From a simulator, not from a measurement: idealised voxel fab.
process module | voxel transistor to metal
cross-section cut | 295 nm wide | cells 5 nm
A cross-section is a grid of square cells, given in bands from the top down. A band is one or more rows of cells.
Each band's line starts with the height of the band's top and of its bottom, in nm. Then come its materials from left to right, each with its width in nm. One material with "throughout" fills the band from edge to edge. "air" is empty space.
Height 0 is the level under which the wafer as received is all one material. The lowest band goes on downwards, as in "0 down".
A width such as "30 to 40" changes by the same amount from each row of cells to the next, from the band's top row to its bottom row.
"no change" after a step means that no cell of the cross-section changed.
closed voids: empty space of 8 cells or more with no open way to the top, each as width x height at its distance from the left edge, in nm
after a step's settings: what the simulator itself notes on the step
overlay nm, on a step with a mask: how far to the right of its planned place the mask lay; to the left if negative
plan
1 op RECEIVE | material Si
2 op CONFORMAL_DEP | material SiO2 | thk nm 5
3 op CONFORMAL_DEP | material SiN | thk nm 15
4 op PATTERN | tone cover | mask id ACTIVE | material resist | width nm 105 | pitch nm 135 | thk nm 15 | overlay nm -10
5 op DIRECTIONAL_ETCH | etch materials SiN | depth nm 15
6 op DIRECTIONAL_ETCH | etch materials SiO2 | depth nm 5
7 op DIRECTIONAL_ETCH | etch materials Si | depth nm 30
8 op STRIP | etch materials resist
9 op OXIDIZE | depth nm 5
10 op FILL_DEP | material SiO2 | thk nm 10
11 op CMP | height nm 20
12 op SELECTIVE_ETCH | etch materials SiO2 | depth nm 15
13 op STRIP | etch materials SiN
14 op SELECTIVE_ETCH | etch materials SiO2 | depth nm 5
15 op OXIDIZE | depth nm 5
16 op DIRECTIONAL_DEP | material polySi | thk nm 25
17 op DIRECTIONAL_DEP | material SiCN | thk nm 10
18 op MASKED_ETCH | tone cover | mask id GATE | width nm 25 | pitch nm 135 | etch materials SiCN | depth nm 20 | overlay nm 0
19 op MASKED_ETCH | tone cover | mask id GATE | width nm 25 | pitch nm 135 | etch materials polySi | depth nm 35 | overlay nm 0
20 op CONFORMAL_DEP | material SiO2 | thk nm 5
21 op DIRECTIONAL_ETCH | etch materials SiO2 | depth nm 5
22 op CONFORMAL_DEP | material SiN | thk nm 10
23 op DIRECTIONAL_ETCH | etch materials SiN | depth nm 10
24 op DIRECTIONAL_ETCH | etch materials SiO2 | depth nm 5
25 op DIRECTIONAL_ETCH | etch materials Si | depth nm 15
26 op EPI | material nSi | thk nm 15
27 op FILL_DEP | material SiO2 | thk nm 10
28 op CMP | height nm 35
29 op DIRECTIONAL_DEP | material SiO2 | thk nm 15
30 op DIRECTIONAL_DEP | material aC | thk nm 15
31 op PATTERN | tone open | mask id CONTACT | material resist | width nm 30 | thk nm 30 | overlay nm 0
32 op DIRECTIONAL_ETCH | etch materials aC | depth nm 15
33 op STRIP | etch materials resist
34 op DIRECTIONAL_ETCH | etch materials SiO2 | depth nm 55
35 op STRIP | etch materials aC
36 op CONFORMAL_DEP | material TiN | thk nm 5
37 op FILL_DEP | material W | thk nm 5
38 op CMP | height nm 50
39 op DIRECTIONAL_DEP | material TiN | thk nm 5
40 op DIRECTIONAL_DEP | material Ru | thk nm 20
41 op PATTERN | tone cover | mask id METAL_1 | material resist | width nm 20 | thk nm 20 | overlay nm 0
42 op DIRECTIONAL_ETCH | etch materials Ru | depth nm 20
43 op DIRECTIONAL_ETCH | etch materials TiN | depth nm 5
44 op STRIP | etch materials resist
45 op CONFORMAL_DEP | material SiN | thk nm 5
46 op FILL_DEP | material lowk | thk nm 5
47 op CMP | height nm 75
48 op CONFORMAL_DEP | material SiCN | thk nm 5
49 op DIRECTIONAL_DEP | material lowk | thk nm 25
50 op DIRECTIONAL_DEP | material aC | thk nm 15
51 op PATTERN | tone open | mask id METAL_2 | material resist | width nm 20 | pitch nm 135 | thk nm 35 | overlay nm 0
52 op DIRECTIONAL_ETCH | etch materials aC | depth nm 15
53 op STRIP | etch materials resist
54 op DIRECTIONAL_ETCH | etch materials lowk | depth nm 15
55 op STRIP | etch materials aC
56 op DIRECTIONAL_DEP | material aC | thk nm 10
57 op PATTERN | tone open | mask id METAL_2_HOLES | material resist | width nm 15 | pitch nm 135 | thk nm 25 | overlay nm 0
58 op DIRECTIONAL_ETCH | etch materials aC | depth nm 10
59 op STRIP | etch materials resist
60 op DIRECTIONAL_ETCH | etch materials lowk | depth nm 10
61 op DIRECTIONAL_ETCH | etch materials SiCN | depth nm 5
62 op STRIP | etch materials aC
63 op CONFORMAL_DEP | material TiN | thk nm 5
64 op FILL_DEP | material Cu | thk nm 5
65 op CMP | height nm 105
66 op CONFORMAL_DEP | material SiCN | thk nm 5
varied across the wafers: overlay nm of step 4. The plan shows the first wafer's value. All wafers start alike
first wafer as received, after step 1
  0 down: Si throughout
  closed voids: none
first wafer at the end, after step 66
  110 to 105: SiCN throughout
  105 to 95: lowk 30 | TiN 5 | Cu 10 | TiN 5 | lowk 115 | TiN 5 | Cu 10 | TiN 5 | lowk 110
  95 to 90: lowk 30 | TiN 5 | Cu 5 | TiN 10 | lowk 115 | TiN 5 | Cu 5 | TiN 10 | lowk 110
  90 to 80: lowk 30 | TiN 5 | Cu 5 | TiN 5 | lowk 120 | TiN 5 | Cu 5 | TiN 5 | lowk 115
  80 to 75: SiCN 30 | TiN 15 | SiCN 120 | TiN 15 | SiCN 115
  75 to 55: lowk 25 | SiN 5 | Ru 20 | SiN 5 | lowk 45 | SiN 5 | Ru 20 | SiN 5 | lowk 30 | SiN 5 | Ru 20 | SiN 5 | lowk 45 | SiN 5 | Ru 20 | SiN 5 | lowk 30
  55 to 50: SiN 30 | TiN 20 | SiN 55 | TiN 20 | SiN 40 | TiN 20 | SiN 55 | TiN 20 | SiN 35
  50 to 40: SiO2 30 | TiN 5 | W 20 | TiN 5 | SiO2 35 | TiN 5 | W 20 | TiN 5 | SiO2 40 | TiN 5 | W 20 | TiN 5 | SiO2 35 | TiN 5 | W 20 | TiN 5 | SiO2 35
  40 to 35: SiO2 30 | TiN 5 | W 10 | TiN 15 | SiO2 35 | TiN 15 | W 10 | TiN 5 | SiO2 40 | TiN 5 | W 10 | TiN 15 | SiO2 35 | TiN 15 | W 10 | TiN 5 | SiO2 35
  35 to 25: SiO2 30 | TiN 5 | W 10 | TiN 5 | SiN 10 | SiO2 5 | SiCN 25 | SiO2 5 | SiN 10 | TiN 5 | W 10 | TiN 5 | SiO2 40 | TiN 5 | W 10 | TiN 5 | SiN 10 | SiO2 5 | SiCN 25 | SiO2 5 | SiN 10 | TiN 5 | W 10 | TiN 5 | SiO2 35
  25 to 15: SiO2 30 | TiN 5 | W 10 | TiN 5 | SiN 10 | SiO2 5 | polySi 25 | SiO2 5 | SiN 10 | TiN 5 | W 10 | TiN 5 | SiO2 40 | TiN 5 | W 10 | TiN 5 | SiN 10 | SiO2 5 | polySi 25 | SiO2 5 | SiN 10 | TiN 5 | W 10 | TiN 5 | SiO2 35
  15 to 10: SiO2 30 | TiN 20 | SiN 10 | SiO2 5 | polySi 25 | SiO2 5 | SiN 10 | TiN 20 | SiO2 40 | TiN 20 | SiN 10 | SiO2 5 | polySi 25 | SiO2 5 | SiN 10 | TiN 20 | SiO2 35
  10 to 0: SiO2 30 | TiN 5 | nSi 15 | SiN 10 | SiO2 5 | polySi 25 | SiO2 5 | SiN 10 | nSi 15 | TiN 5 | SiO2 40 | TiN 5 | nSi 15 | SiN 10 | SiO2 5 | polySi 25 | SiO2 5 | SiN 10 | nSi 15 | TiN 5 | SiO2 35
  0 to -5: SiO2 30 | TiN 5 | nSi 15 | SiO2 55 | nSi 15 | TiN 5 | SiO2 40 | TiN 5 | nSi 15 | SiO2 55 | nSi 15 | TiN 5 | SiO2 35
  -5 to -20: SiO2 20 | nSi 30 | Si 55 | nSi 10 | SiO2 40 | nSi 30 | Si 55 | nSi 10 | SiO2 45
  -20 to -35: SiO2 20 | Si 95 | SiO2 40 | Si 95 | SiO2 45
  -35 down: Si throughout
  closed voids: none
last wafer at the end
  110 to 105: SiCN throughout
  105 to 95: lowk 30 | TiN 5 | Cu 10 | TiN 5 | lowk 115 | TiN 5 | Cu 10 | TiN 5 | lowk 110
  95 to 90: lowk 30 | TiN 5 | Cu 5 | TiN 10 | lowk 115 | TiN 5 | Cu 5 | TiN 10 | lowk 110
  90 to 80: lowk 30 | TiN 5 | Cu 5 | TiN 5 | lowk 120 | TiN 5 | Cu 5 | TiN 5 | lowk 115
  80 to 75: SiCN 30 | TiN 15 | SiCN 120 | TiN 15 | SiCN 115
  75 to 55: lowk 25 | SiN 5 | Ru 20 | SiN 5 | lowk 45 | SiN 5 | Ru 20 | SiN 5 | lowk 30 | SiN 5 | Ru 20 | SiN 5 | lowk 45 | SiN 5 | Ru 20 | SiN 5 | lowk 30
  55 to 50: SiN 30 | TiN 20 | SiN 55 | TiN 20 | SiN 40 | TiN 20 | SiN 55 | TiN 20 | SiN 35
  50 to 40: SiO2 30 | TiN 5 | W 20 | TiN 5 | SiO2 35 | TiN 5 | W 20 | TiN 5 | SiO2 40 | TiN 5 | W 20 | TiN 5 | SiO2 35 | TiN 5 | W 20 | TiN 5 | SiO2 35
  40 to 35: SiO2 30 | TiN 5 | W 10 | TiN 15 | SiO2 35 | TiN 15 | W 10 | TiN 5 | SiO2 40 | TiN 5 | W 10 | TiN 15 | SiO2 35 | TiN 15 | W 10 | TiN 5 | SiO2 35
  35 to 25: SiO2 30 | TiN 5 | W 10 | TiN 5 | SiN 10 | SiO2 5 | SiCN 25 | SiO2 5 | SiN 10 | TiN 5 | W 10 | TiN 5 | SiO2 40 | TiN 5 | W 10 | TiN 5 | SiN 10 | SiO2 5 | SiCN 25 | SiO2 5 | SiN 10 | TiN 5 | W 10 | TiN 5 | SiO2 35
  25 to 15: SiO2 30 | TiN 5 | W 10 | TiN 5 | SiN 10 | SiO2 5 | polySi 25 | SiO2 5 | SiN 10 | TiN 5 | W 10 | TiN 5 | SiO2 40 | TiN 5 | W 10 | TiN 5 | SiN 10 | SiO2 5 | polySi 25 | SiO2 5 | SiN 10 | TiN 5 | W 10 | TiN 5 | SiO2 35
  15 to 10: SiO2 30 | TiN 20 | SiN 10 | SiO2 5 | polySi 25 | SiO2 5 | SiN 10 | TiN 20 | SiO2 40 | TiN 20 | SiN 10 | SiO2 5 | polySi 25 | SiO2 5 | SiN 10 | TiN 20 | SiO2 35
  10 to 0: SiO2 30 | TiN 5 | nSi 15 | SiN 10 | SiO2 5 | polySi 25 | SiO2 5 | SiN 10 | nSi 15 | TiN 5 | SiO2 40 | TiN 5 | nSi 15 | SiN 10 | SiO2 5 | polySi 25 | SiO2 5 | SiN 10 | nSi 15 | TiN 5 | SiO2 35
  0 to -5: SiO2 30 | TiN 5 | nSi 15 | SiO2 55 | nSi 15 | TiN 5 | SiO2 40 | TiN 5 | nSi 15 | SiO2 55 | nSi 15 | TiN 5 | SiO2 35
  -5 to -20: SiO2 45 | nSi 5 | Si 55 | nSi 35 | SiO2 40 | nSi 5 | Si 55 | nSi 35 | SiO2 20
  -20 to -35: SiO2 45 | Si 95 | SiO2 40 | Si 95 | SiO2 20
  -35 down: Si throughout
  closed voids: none
each wafer at the end: cells of each material gained (+) or lost (-) since it was received, then its closed voids
overlay nm -10 | +14 Cu | +64 Ru | -233 Si | +132 SiCN | +131 SiN | +449 SiO2 | +136 TiN | +72 W | +399 lowk | +84 nSi | +50 polySi | closed voids: none
overlay nm -5 | +14 Cu | +64 Ru | -233 Si | +132 SiCN | +131 SiN | +449 SiO2 | +136 TiN | +72 W | +399 lowk | +84 nSi | +50 polySi | closed voids: none
overlay nm 0 | +14 Cu | +64 Ru | -233 Si | +132 SiCN | +131 SiN | +449 SiO2 | +136 TiN | +72 W | +399 lowk | +84 nSi | +50 polySi | closed voids: none
overlay nm 5 | +14 Cu | +64 Ru | -233 Si | +132 SiCN | +131 SiN | +449 SiO2 | +136 TiN | +72 W | +399 lowk | +84 nSi | +50 polySi | closed voids: none
overlay nm 10 | +14 Cu | +64 Ru | -233 Si | +132 SiCN | +131 SiN | +449 SiO2 | +136 TiN | +72 W | +399 lowk | +84 nSi | +50 polySi | closed voids: none
overlay nm 15 | +14 Cu | +64 Ru | -233 Si | +132 SiCN | +131 SiN | +449 SiO2 | +136 TiN | +72 W | +399 lowk | +84 nSi | +50 polySi | closed voids: none
